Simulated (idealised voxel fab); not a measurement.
process module | voxel trench capacitor
cross-section cut | 195 nm wide | cells 5 nm
A cross-section is a grid of square cells, given in bands from the top down. A band is one or more rows of cells.
Each band's line starts with the height of the band's top and of its bottom, in nm. Then come its materials from left to right, each with its width in nm. One material with "throughout" fills the band from edge to edge. "air" is empty space.
Height 0 is the level under which the wafer as received is all one material. The lowest band goes on downwards, as in "0 down".
A width such as "30 to 40" changes by the same amount from each row of cells to the next, from the band's top row to its bottom row.
"no change" after a step means that no cell of the cross-section changed.
closed voids: empty space of 8 cells or more with no open way to the top, each as width x height at its distance from the left edge, in nm
after a step's settings: what the simulator itself notes on the step
overlay nm, on a step with a mask: how far to the right of its planned place the mask lay; to the left if negative
plan
1 op RECEIVE | material Si
2 op CONFORMAL_DEP | material SiN | thk nm 5
3 op DIRECTIONAL_DEP | material aC | thk nm 15
4 op PATTERN | tone open | mask id TRENCH | material resist | width nm 25 | pitch nm 50 | thk nm 30 | overlay nm 0
5 op DIRECTIONAL_ETCH | etch materials aC | depth nm 15
6 op STRIP | etch materials resist
7 op DIRECTIONAL_ETCH | etch materials SiN | depth nm 5
8 op DIRECTIONAL_ETCH | etch materials Si | depth nm 40
9 op STRIP | etch materials aC
10 op CONFORMAL_DEP | material Al2O3 | thk nm 5
11 op CONFORMAL_DEP | material TiN | thk nm 5
12 op FILL_DEP | material W | thk nm 10
13 op CMP | height nm 5
as received, after step 1
  0 down: Si throughout
  closed voids: none
a wafer at the end: this start, this plan, one mistake
  5 to 0: SiN 35 | Al2O3 5 | TiN 5 | W 5 | TiN 5 | Al2O3 5 | SiN 25 | Al2O3 5 | TiN 5 | W 5 | TiN 5 | Al2O3 5 | SiN 25 | Al2O3 5 | TiN 5 | W 5 | TiN 5 | Al2O3 5 | SiN 35
  0 to -35: Si 35 | Al2O3 5 | TiN 5 | W 5 | TiN 5 | Al2O3 5 | Si 25 | Al2O3 5 | TiN 5 | W 5 | TiN 5 | Al2O3 5 | Si 25 | Al2O3 5 | TiN 5 | W 5 | TiN 5 | Al2O3 5 | Si 35
  -35 to -40: Si 35 | Al2O3 5 | TiN 15 | Al2O3 5 | Si 25 | Al2O3 5 | TiN 15 | Al2O3 5 | Si 25 | Al2O3 5 | TiN 15 | Al2O3 5 | Si 35
  -40 to -45: Si 35 | Al2O3 25 | Si 25 | Al2O3 25 | Si 25 | Al2O3 25 | Si 35
  -45 down: Si throughout
  closed voids: none
what went wrong: step 8 ran as: op DIRECTIONAL_ETCH | etch materials Si | depth nm 45
